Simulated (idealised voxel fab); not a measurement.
process module | voxel released beams
cross-section cut | 255 nm wide | cells 5 nm
A cross-section is a grid of square cells, given in bands from the top down. A band is one or more rows of cells.
Each band's line starts with the height of the band's top and of its bottom, in nm. Then come its materials from left to right, each with its width in nm. One material with "throughout" fills the band from edge to edge. "air" is empty space.
Height 0 is the level under which the wafer as received is all one material. The lowest band goes on downwards, as in "0 down".
A width such as "30 to 40" changes by the same amount from each row of cells to the next, from the band's top row to its bottom row.
"no change" after a step means that no cell of the cross-section changed.
closed voids: empty space of 8 cells or more with no open way to the top, each as width x height at its distance from the left edge, in nm
after a step's settings: what the simulator itself notes on the step
overlay nm, on a step with a mask: how far to the right of its planned place the mask lay; to the left if negative
plan
1 op RECEIVE | material Si
2 op CONFORMAL_DEP | material SiN | thk nm 5
3 op DIRECTIONAL_DEP | material SiO2 | thk nm 20
4 op MASKED_ETCH | tone open | mask id ANCHOR | width nm 35 | etch materials SiO2 | depth nm 20 | overlay nm 0
5 op CONFORMAL_DEP | material W | thk nm 10
6 op DIRECTIONAL_DEP | material aC | thk nm 15
7 op PATTERN | tone cover | mask id BEAM | material resist | width nm 85 | thk nm 30 | overlay nm 0
8 op DIRECTIONAL_ETCH | etch materials aC | depth nm 15
9 op STRIP | etch materials resist
10 op DIRECTIONAL_ETCH | etch materials W | depth nm 10
11 op STRIP | etch materials aC
12 op STRIP | etch materials SiO2
as received, after step 1
  0 down: Si throughout
  closed voids: none
a wafer at the end: this start, this plan, one mistake
  30 to 20: air 80 | W 15 | air 15 | W 55 | air 90
  20 to 10: air 85 | W 10 | air 15 | W 10 | air 135
  10 to 0: air 85 | W 35 | air 135
  0 down: Si throughout
  closed voids: none
what went wrong: step 2 was left out
